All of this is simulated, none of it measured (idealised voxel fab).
The document below concerns the process module designated voxel self aligned contacts.
This is section cut - it's 225 nm across, gridded in 5 nm square cells.
In what follows, cross-sections appear as grids of square cells, described through bands that run from the top down, where every band is one or more rows of cells. The band entry comprises the height of the band's top followed by the height of its bottom, expressed in nm, and subsequently the band's materials from left to right, each stated together with its width in nm. Where a single material is marked with the word "edge to edge", that material fills the band from edge to edge. The word "empty" represents empty space. For the purposes of this specification, 0 denotes the height below which the wafer in its as-received condition is composed wholly of one material, and the lowermost band, lacking a lower limit, extends downward without end, as expressed in "z 0 and below". Per-row width for "30->40": begins at first number (top row of band), ends at second number (bottom row), increment between rows held constant. The cross-section has no changed cell in any step marked "changes: none". Under "Closed void inventory" you'll find the enclosed gaps, the ones with no way out to the top, that are 8 cells or bigger; each reads width x height at distance, with distance counted from the left edge, everything in nm. On each step's line, the part that comes after the settings is the simulator's own comment on the step. Among the settings permitted on a step's line is "overlay nm"; applied to a step with a mask, it specifies the extent to which the mask lay to the right of its planned position, whereas a negative figure signifies a position to the left.

PROCESS STEPS - PLAN
| 1 | RECEIVE [material Si] |
| 2 | CONFORMAL_DEP [material SiO2] [thk nm 5] |
| 3 | DIRECTIONAL_DEP [material polySi] [thk nm 30] |
| 4 | DIRECTIONAL_DEP [material SiN] [thk nm 15] |
| 5 | DIRECTIONAL_DEP [material aC] [thk nm 15] |
| 6 | PATTERN [tone cover] [mask id GATE] [material resist] [width nm 30] [pitch nm 65] [thk nm 35] [overlay nm 0] |
| 7 | DIRECTIONAL_ETCH [etch materials aC] [depth nm 15] |
| 8 | STRIP [etch materials resist] |
| 9 | DIRECTIONAL_ETCH [etch materials SiN] [depth nm 15] |
| 10 | DIRECTIONAL_ETCH [etch materials polySi] [depth nm 30] |
| 11 | STRIP [etch materials aC] |
| 12 | CONFORMAL_DEP [material SiN] [thk nm 5] |
| 13 | DIRECTIONAL_ETCH [etch materials SiN] [depth nm 5] |
| 14 | FILL_DEP [material SiO2] [thk nm 15] |
| 15 | CMP [height nm 55] |
| 16 | MASKED_ETCH [tone open] [mask id CONTACT] [width nm 45] [etch materials SiO2] [depth nm 55] [overlay nm 0] |
| 17 | CONFORMAL_DEP [material TiN] [thk nm 5] |
| 18 | FILL_DEP [material W] [thk nm 5] |
| 19 | CMP [height nm 55] |
| 20 | CONFORMAL_DEP [material SiN] [thk nm 5] |

SO, THE FIRST OF OUR TWO WAFERS, RUN JUST AS WE PLANNED IT

CROSS-SECTION OF THE WAFER AS IT CAME TO US, I.E., ALREADY THROUGH STEP 1
    z 0 and below = Si edge to edge
    Closed void inventory: none

STEP 2 DONE - WAFER CROSS-SECTION
    z 5 to 0 = SiO2 edge to edge
    All layers under 0 are left as they were.

STEP 3 DONE - WAFER CROSS-SECTION
    z 35 to 5 = polySi edge to edge
    All layers under 5 are left as they were.

STEP 4 DONE - WAFER CROSS-SECTION
    z 50 to 35 = SiN edge to edge
    All layers under 35 are left as they were.

STEP 5 DONE - WAFER CROSS-SECTION
    z 65 to 50 = aC edge to edge
    All layers under 50 are left as they were.

STEP 6 DONE - WAFER CROSS-SECTION
    z 100 to 65 = empty 65; resist 30; empty 35; resist 30; empty 65
    All layers under 65 are left as they were.

STEP 7 DONE - WAFER CROSS-SECTION
    z 85 to 65 = empty 65; resist 30; empty 35; resist 30; empty 65
    z 65 to 50 = empty 65; aC 30; empty 35; aC 30; empty 65
    All layers under 50 are left as they were.

STEP 8 DONE - WAFER CROSS-SECTION
    z 65 to 50 = empty 65; aC 30; empty 35; aC 30; empty 65
    All layers under 50 are left as they were.

STEP 9 DONE - WAFER CROSS-SECTION
    z 65 to 50 = empty 65; aC 30; empty 35; aC 30; empty 65
    z 50 to 35 = empty 65; SiN 30; empty 35; SiN 30; empty 65
    All layers under 35 are left as they were.

STEP 10 DONE - WAFER CROSS-SECTION
    z 65 to 50 = empty 65; aC 30; empty 35; aC 30; empty 65
    z 50 to 35 = empty 65; SiN 30; empty 35; SiN 30; empty 65
    z 35 to 5 = empty 65; polySi 30; empty 35; polySi 30; empty 65
    All layers under 5 are left as they were.

STEP 11 DONE - WAFER CROSS-SECTION
    z 50 to 35 = empty 65; SiN 30; empty 35; SiN 30; empty 65
    All layers under 35 are left as they were.

STEP 12 DONE - WAFER CROSS-SECTION
    z 55 to 35 = empty 60; SiN 40; empty 25; SiN 40; empty 60
    z 35 to 10 = empty 60; SiN 5; polySi 30; SiN 5; empty 25; SiN 5; polySi 30; SiN 5; empty 60
    z 10 to 5 = SiN 65; polySi 30; SiN 35; polySi 30; SiN 65
    All layers under 5 are left as they were.

STEP 13 DONE - WAFER CROSS-SECTION
    z 50 to 35 = empty 60; SiN 40; empty 25; SiN 40; empty 60
    z 35 to 5 = empty 60; SiN 5; polySi 30; SiN 5; empty 25; SiN 5; polySi 30; SiN 5; empty 60
    All layers under 5 are left as they were.

STEP 14 DONE - WAFER CROSS-SECTION
    z 65 to 50 = SiO2 edge to edge
    z 50 to 35 = SiO2 60; SiN 40; SiO2 25; SiN 40; SiO2 60
    z 35 to 5 = SiO2 60; SiN 5; polySi 30; SiN 5; SiO2 25; SiN 5; polySi 30; SiN 5; SiO2 60
    All layers under 5 are left as they were.

STEP 15 DONE - WAFER CROSS-SECTION
    z 55 to 50 = SiO2 edge to edge
    All layers under 50 are left as they were.

STEP 16 DONE - WAFER CROSS-SECTION
    z 55 to 50 = SiO2 90; empty 45; SiO2 90
    z 50 to 35 = SiO2 60; SiN 40; empty 25; SiN 40; SiO2 60
    z 35 to 5 = SiO2 60; SiN 5; polySi 30; SiN 5; empty 25; SiN 5; polySi 30; SiN 5; SiO2 60
    z 5 to 0 = SiO2 100; empty 25; SiO2 100
    All layers under 0 are left as they were.

STEP 17 DONE - WAFER CROSS-SECTION
    z 60 to 55 = TiN 95; empty 35; TiN 95
    z 55 to 50 = SiO2 90; TiN 15; empty 15; TiN 15; SiO2 90
    z 50 to 35 = SiO2 60; SiN 40; TiN 5; empty 15; TiN 5; SiN 40; SiO2 60
    z 35 to 5 = SiO2 60; SiN 5; polySi 30; SiN 5; TiN 5; empty 15; TiN 5; SiN 5; polySi 30; SiN 5; SiO2 60
    z 5 to 0 = SiO2 100; TiN 25; SiO2 100
    All layers under 0 are left as they were.

STEP 18 DONE - WAFER CROSS-SECTION
    z 65 to 60 = W edge to edge
    z 60 to 55 = TiN 95; W 35; TiN 95
    z 55 to 50 = SiO2 90; TiN 15; W 15; TiN 15; SiO2 90
    z 50 to 35 = SiO2 60; SiN 40; TiN 5; W 15; TiN 5; SiN 40; SiO2 60
    z 35 to 5 = SiO2 60; SiN 5; polySi 30; SiN 5; TiN 5; W 15; TiN 5; SiN 5; polySi 30; SiN 5; SiO2 60
    All layers under 5 are left as they were.

STEP 19 DONE - WAFER CROSS-SECTION
    z 55 to 50 = SiO2 90; TiN 15; W 15; TiN 15; SiO2 90
    All layers under 50 are left as they were.

STEP 20 DONE - WAFER CROSS-SECTION
    z 60 to 55 = SiN edge to edge
    All layers under 55 are left as they were.

SECOND WAFER: LIKE START, LIKE PLAN, ONE MISTAKE. THROUGH STEP 2 IT MATCHES THE FIRST WAFER

SECOND WAFER, SECTION VIEW, TIME POINT: SCHEDULED END OF STEP 3
    z 65 to 5 = polySi edge to edge
    All layers under 5 are left as they were.

SECOND WAFER, SECTION VIEW, TIME POINT: SCHEDULED END OF STEP 4
    z 80 to 65 = SiN edge to edge
    All layers under 65 are left as they were.

SECOND WAFER, SECTION VIEW, TIME POINT: SCHEDULED END OF STEP 5
    z 95 to 80 = aC edge to edge
    All layers under 80 are left as they were.

SECOND WAFER, SECTION VIEW, TIME POINT: SCHEDULED END OF STEP 6
    z 130 to 95 = empty 65; resist 30; empty 35; resist 30; empty 65
    All layers under 95 are left as they were.

SECOND WAFER, SECTION VIEW, TIME POINT: SCHEDULED END OF STEP 7
    z 115 to 95 = empty 65; resist 30; empty 35; resist 30; empty 65
    z 95 to 80 = empty 65; aC 30; empty 35; aC 30; empty 65
    All layers under 80 are left as they were.

SECOND WAFER, SECTION VIEW, TIME POINT: SCHEDULED END OF STEP 8
    z 95 to 80 = empty 65; aC 30; empty 35; aC 30; empty 65
    All layers under 80 are left as they were.

SECOND WAFER, SECTION VIEW, TIME POINT: SCHEDULED END OF STEP 9
    z 95 to 80 = empty 65; aC 30; empty 35; aC 30; empty 65
    z 80 to 65 = empty 65; SiN 30; empty 35; SiN 30; empty 65
    All layers under 65 are left as they were.

SECOND WAFER, SECTION VIEW, TIME POINT: SCHEDULED END OF STEP 10
    z 95 to 80 = empty 65; aC 30; empty 35; aC 30; empty 65
    z 80 to 65 = empty 65; SiN 30; empty 35; SiN 30; empty 65
    z 65 to 35 = empty 65; polySi 30; empty 35; polySi 30; empty 65
    All layers under 35 are left as they were.

SECOND WAFER, SECTION VIEW, TIME POINT: SCHEDULED END OF STEP 11
    z 80 to 65 = empty 65; SiN 30; empty 35; SiN 30; empty 65
    All layers under 65 are left as they were.

SECOND WAFER, SECTION VIEW, TIME POINT: SCHEDULED END OF STEP 12
    z 85 to 65 = empty 60; SiN 40; empty 25; SiN 40; empty 60
    z 65 to 40 = empty 60; SiN 5; polySi 30; SiN 5; empty 25; SiN 5; polySi 30; SiN 5; empty 60
    z 40 to 35 = SiN 65; polySi 30; SiN 35; polySi 30; SiN 65
    All layers under 35 are left as they were.

SECOND WAFER, SECTION VIEW, TIME POINT: SCHEDULED END OF STEP 13
    z 80 to 65 = empty 60; SiN 40; empty 25; SiN 40; empty 60
    z 65 to 35 = empty 60; SiN 5; polySi 30; SiN 5; empty 25; SiN 5; polySi 30; SiN 5; empty 60
    All layers under 35 are left as they were.

SECOND WAFER, SECTION VIEW, TIME POINT: SCHEDULED END OF STEP 14
    z 95 to 80 = SiO2 edge to edge
    z 80 to 65 = SiO2 60; SiN 40; SiO2 25; SiN 40; SiO2 60
    z 65 to 35 = SiO2 60; SiN 5; polySi 30; SiN 5; SiO2 25; SiN 5; polySi 30; SiN 5; SiO2 60
    All layers under 35 are left as they were.

SECOND WAFER, SECTION VIEW, TIME POINT: SCHEDULED END OF STEP 15
    z 55 to 35 = SiO2 60; SiN 5; polySi 30; SiN 5; SiO2 25; SiN 5; polySi 30; SiN 5; SiO2 60
    All layers under 35 are left as they were.

SECOND WAFER, SECTION VIEW, TIME POINT: SCHEDULED END OF STEP 16
    z 55 to 35 = SiO2 60; SiN 5; polySi 30; SiN 5; empty 25; SiN 5; polySi 30; SiN 5; SiO2 60
    All layers under 35 are left as they were.

SECOND WAFER, SECTION VIEW, TIME POINT: SCHEDULED END OF STEP 17
    z 60 to 55 = TiN 105; empty 15; TiN 105
    z 55 to 40 = SiO2 60; SiN 5; polySi 30; SiN 5; TiN 5; empty 15; TiN 5; SiN 5; polySi 30; SiN 5; SiO2 60
    z 40 to 35 = SiO2 60; SiN 5; polySi 30; SiN 5; TiN 25; SiN 5; polySi 30; SiN 5; SiO2 60
    All layers under 35 are left as they were.

SECOND WAFER, SECTION VIEW, TIME POINT: SCHEDULED END OF STEP 18
    z 65 to 60 = W edge to edge
    z 60 to 55 = TiN 105; W 15; TiN 105
    z 55 to 40 = SiO2 60; SiN 5; polySi 30; SiN 5; TiN 5; W 15; TiN 5; SiN 5; polySi 30; SiN 5; SiO2 60
    All layers under 40 are left as they were.

SECOND WAFER, SECTION VIEW, TIME POINT: SCHEDULED END OF STEP 19
    z 55 to 40 = SiO2 60; SiN 5; polySi 30; SiN 5; TiN 5; W 15; TiN 5; SiN 5; polySi 30; SiN 5; SiO2 60
    All layers under 40 are left as they were.

SECOND WAFER, SECTION VIEW, TIME POINT: SCHEDULED END OF STEP 20
    z 60 to 55 = SiN edge to edge
    All layers under 55 are left as they were.
Against the plan, the run slipped here: step 3 of the plan saw execution twice
Final tally in cells, some materials are higher or lower on the second wafer than on the first: 56 fewer of SiN, 151 fewer of SiO2, 18 fewer of TiN, 21 fewer of W, 246 more of polySi
